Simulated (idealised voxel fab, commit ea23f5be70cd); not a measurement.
A process module follows: voxel ribs on slabs.
The figure presents cross-section cut, which has a width of 255 nm and is divided into square cells with an edge length of 5 nm.
Cross-section, as written here: a square-cell grid given band by band from the top down, where a band holds one or more rows of cells. This entry defines a band. It first specifies the height of the band's top and the height of its bottom in nm, and then specifies the band's materials from left to right, stating each material with its width in nm. The word "full width" identifies a single material that fills the band from edge to edge, while the word "air" identifies empty space. Note: height 0 marks the level under which the wafer is uniformly one material as received. Lowest band unbounded below, written "0..down". The expression "30 to 40" gives the width at the extremes of the band, the first number at its top row of cells and the second at its bottom row, with the width changing by equal amounts from each row to the next in between. Given "no change occurred" for a step, no cell of the cross-section differs between before and after that step. In "Entrapped void list" the enclosed voids are listed, meaning empty spaces of 8 cells or larger without any opening to the top. The form is width x height at distance, distance from the left edge, units nm. Step line, after settings: the simulator's comment on this step. "overlay nm" on a masked step: distance the mask lay right of its planned place, negative for left.

List of planned process steps
1: RECEIVE [material Si]
2: DIRECTIONAL_DEP [material SiO2] [thk nm 25]
3: DIRECTIONAL_DEP [material polySi] [thk nm 25]
4: MASKED_ETCH [tone cover] [mask id RIB] [width nm 20] [etch materials polySi] [depth nm 5] [overlay nm 0]
5: DIRECTIONAL_DEP [material aC] [thk nm 15]
6: PATTERN [tone cover] [mask id SLAB] [material resist] [width nm 70] [thk nm 30] [overlay nm 0]
7: DIRECTIONAL_ETCH [etch materials aC] [depth nm 15]
8: STRIP [etch materials resist]
9: DIRECTIONAL_ETCH [etch materials polySi] [depth nm 20]
10: STRIP [etch materials aC]
11: FILL_DEP [material SiO2] [thk nm 15]
12: CMP [height nm 60]
13: DIRECTIONAL_DEP [material TiN] [thk nm 5]
14: MASKED_ETCH [tone cover] [mask id HEATER] [width nm 30] [etch materials TiN] [depth nm 5] [overlay nm 0]
15: CONFORMAL_DEP [material SiO2] [thk nm 10]

As-received wafer cross-section (after step 1)
- 0..down: Si full width
- Entrapped void list: none

Cross-section taken at module completion on the first of two wafers; processed per the plan
- 75..70: air 100 nm, SiO2 50 nm, air 105 nm
- 70..65: SiO2 full width
- 65..60: SiO2 110 nm, TiN 30 nm, SiO2 115 nm
- 60..50: SiO2 full width
- 50..45: SiO2 115 nm, polySi 20 nm, SiO2 120 nm
- 45..25: SiO2 90 nm, polySi 70 nm, SiO2 95 nm
- 25..0: SiO2 full width
- 0..down: Si full width
- Entrapped void list: none

Here's the second of our two wafers sectioned at module end. Same start as the first, same plan, but one mistake got made running it
- 75..70: air 100 nm, SiO2 50 nm, air 105 nm
- 70..65: SiO2 full width
- 65..60: SiO2 110 nm, TiN 30 nm, SiO2 115 nm
- 60..50: SiO2 full width
- 50..45: SiO2 90 nm, polySi 25 nm, SiO2 20 nm, polySi 25 nm, SiO2 95 nm
- 45..30: SiO2 90 nm, polySi 70 nm, SiO2 95 nm
- 30..25: polySi full width
- 25..0: SiO2 full width
- 0..down: Si full width
- Entrapped void list: none
Misprocessing identified: step 4 changed vs plan, executed as MASKED_ETCH [tone open] [mask id RIB] [width nm 20] [etch materials polySi] [depth nm 5] [overlay nm 0]
Upon completion, the second wafer contains, in terms of cells, a greater or smaller amount of certain materials than the first wafer: 43 fewer of SiO2 | 43 more of polySi
